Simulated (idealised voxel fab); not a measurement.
process module | voxel transistor to metal
cross-section cut | 185 nm wide | cells 5 nm
A cross-section is a grid of square cells, given in bands from the top down. A band is one or more rows of cells.
Each band's line starts with the height of the band's top and of its bottom, in nm. Then come its materials from left to right, each with its width in nm. One material with "throughout" fills the band from edge to edge. "air" is empty space.
Height 0 is the level under which the wafer as received is all one material. The lowest band goes on downwards, as in "0 down".
A width such as "30 to 40" changes by the same amount from each row of cells to the next, from the band's top row to its bottom row.
"no change" after a step means that no cell of the cross-section changed.
closed voids: empty space of 8 cells or more with no open way to the top, each as width x height at its distance from the left edge, in nm
after a step's settings: what the simulator itself notes on the step
overlay nm, on a step with a mask: how far to the right of its planned place the mask lay; to the left if negative
plan
1 op RECEIVE | material Si
2 op CONFORMAL_DEP | material SiO2 | thk nm 5
3 op CONFORMAL_DEP | material SiN | thk nm 10
4 op MASKED_ETCH | tone cover | mask id ACTIVE | width nm 100 | etch materials SiN | depth nm 10 | overlay nm 0
5 op MASKED_ETCH | tone cover | mask id ACTIVE | width nm 100 | etch materials SiO2 | depth nm 5 | overlay nm 0
6 op MASKED_ETCH | tone cover | mask id ACTIVE | width nm 100 | etch materials Si | depth nm 30 | overlay nm 0
7 op FILL_DEP | material SiO2 | thk nm 15
8 op CMP | height nm 15
9 op SELECTIVE_ETCH | etch materials SiO2 | depth nm 5
10 op STRIP | etch materials SiN
11 op SELECTIVE_ETCH | etch materials SiO2 | depth nm 5
12 op OXIDIZE | depth nm 5
13 op DIRECTIONAL_DEP | material polySi | thk nm 30
14 op DIRECTIONAL_DEP | material SiCN | thk nm 15
15 op MASKED_ETCH | tone cover | mask id GATE | width nm 20 | etch materials SiCN | depth nm 25 | overlay nm 0
16 op MASKED_ETCH | tone cover | mask id GATE | width nm 20 | etch materials polySi | depth nm 40 | overlay nm 0
17 op CONFORMAL_DEP | material SiN | thk nm 10
18 op DIRECTIONAL_ETCH | etch materials SiN | depth nm 10
19 op DIRECTIONAL_ETCH | etch materials SiO2 | depth nm 5
20 op DIRECTIONAL_ETCH | etch materials Si | depth nm 5
21 op EPI | material SiGe | thk nm 5
22 op FILL_DEP | material SiO2 | thk nm 10
23 op CMP | height nm 45
24 op DIRECTIONAL_DEP | material SiO2 | thk nm 10
25 op MASKED_ETCH | tone open | mask id CONTACT | width nm 20 | pitch nm 70 | etch materials SiO2 | depth nm 60 | overlay nm 0
26 op CONFORMAL_DEP | material TiN | thk nm 5
27 op FILL_DEP | material Ru | thk nm 10
28 op CMP | height nm 55
29 op CONFORMAL_DEP | material SiN | thk nm 5
30 op DIRECTIONAL_DEP | material SiO2 | thk nm 15
31 op PATTERN | tone open | mask id METAL_1 | material resist | width nm 20 | pitch nm 70 | thk nm 15 | overlay nm 0
32 op DIRECTIONAL_ETCH | etch materials SiO2 | depth nm 15
33 op DIRECTIONAL_ETCH | etch materials SiN | depth nm 5
34 op STRIP | etch materials resist
35 op CONFORMAL_DEP | material TiN | thk nm 5
36 op FILL_DEP | material Cu | thk nm 10
37 op CMP | height nm 75
38 op CONFORMAL_DEP | material SiCN | thk nm 5
39 op DIRECTIONAL_DEP | material lowk | thk nm 30
40 op MASKED_ETCH | tone open | mask id METAL_2_HOLES | width nm 15 | pitch nm 70 | etch materials lowk | depth nm 30 | overlay nm 0
41 op MASKED_ETCH | tone open | mask id METAL_2 | width nm 20 | pitch nm 70 | etch materials lowk | depth nm 15 | overlay nm 0
42 op MASKED_ETCH | tone open | mask id METAL_2 | width nm 20 | pitch nm 70 | etch materials SiCN | depth nm 5 | overlay nm 0
43 op CONFORMAL_DEP | material TiN | thk nm 5
44 op FILL_DEP | material Cu | thk nm 5
45 op CMP | height nm 110
46 op CONFORMAL_DEP | material SiN | thk nm 5
as received, after step 1
  0 down: Si throughout
  closed voids: none
a wafer at the end: this start, this plan, one mistake
  115 to 110: SiN throughout
  110 to 105: SiCN 45 | TiN 20 | SiCN 50 | TiN 20 | SiCN 50
  105 to 75: lowk throughout
  75 to 60: SiO2 45 | TiN 5 | Cu 10 | TiN 5 | SiO2 50 | TiN 5 | Cu 10 | TiN 5 | SiO2 50
  60 to 55: SiN 45 | TiN 20 | SiN 50 | TiN 20 | SiN 50
  55 to 45: SiO2 45 | TiN 5 | Ru 10 | TiN 5 | SiO2 50 | TiN 5 | Ru 10 | TiN 5 | SiO2 50
  45 to 30: SiO2 45 | TiN 5 | Ru 10 | TiN 5 | SiO2 5 | SiN 10 | SiCN 20 | SiN 10 | SiO2 5 | TiN 5 | Ru 10 | TiN 5 | SiO2 50
  30 to 5: SiO2 45 | TiN 5 | Ru 10 | TiN 5 | SiO2 5 | SiN 10 | polySi 20 | SiN 10 | SiO2 5 | TiN 5 | Ru 10 | TiN 5 | SiO2 50
  5 to 0: SiO2 35 | SiN 10 | TiN 10 | Ru 5 | TiN 5 | SiO2 5 | SiN 10 | polySi 20 | SiN 10 | SiO2 5 | TiN 5 | Ru 5 | TiN 10 | SiN 10 | SiO2 40
  0 to -5: SiO2 45 | SiGe 5 | TiN 15 | SiGe 5 | SiO2 40 | SiGe 5 | TiN 15 | SiGe 5 | SiO2 50
  -5 to -10: SiO2 40 | Si 5 | SiGe 25 | Si 40 | SiGe 25 | Si 5 | SiO2 45
  -10 to -30: SiO2 40 | Si 100 | SiO2 45
  -30 down: Si throughout
  closed voids: none
what went wrong: steps 38 and 39 were swapped
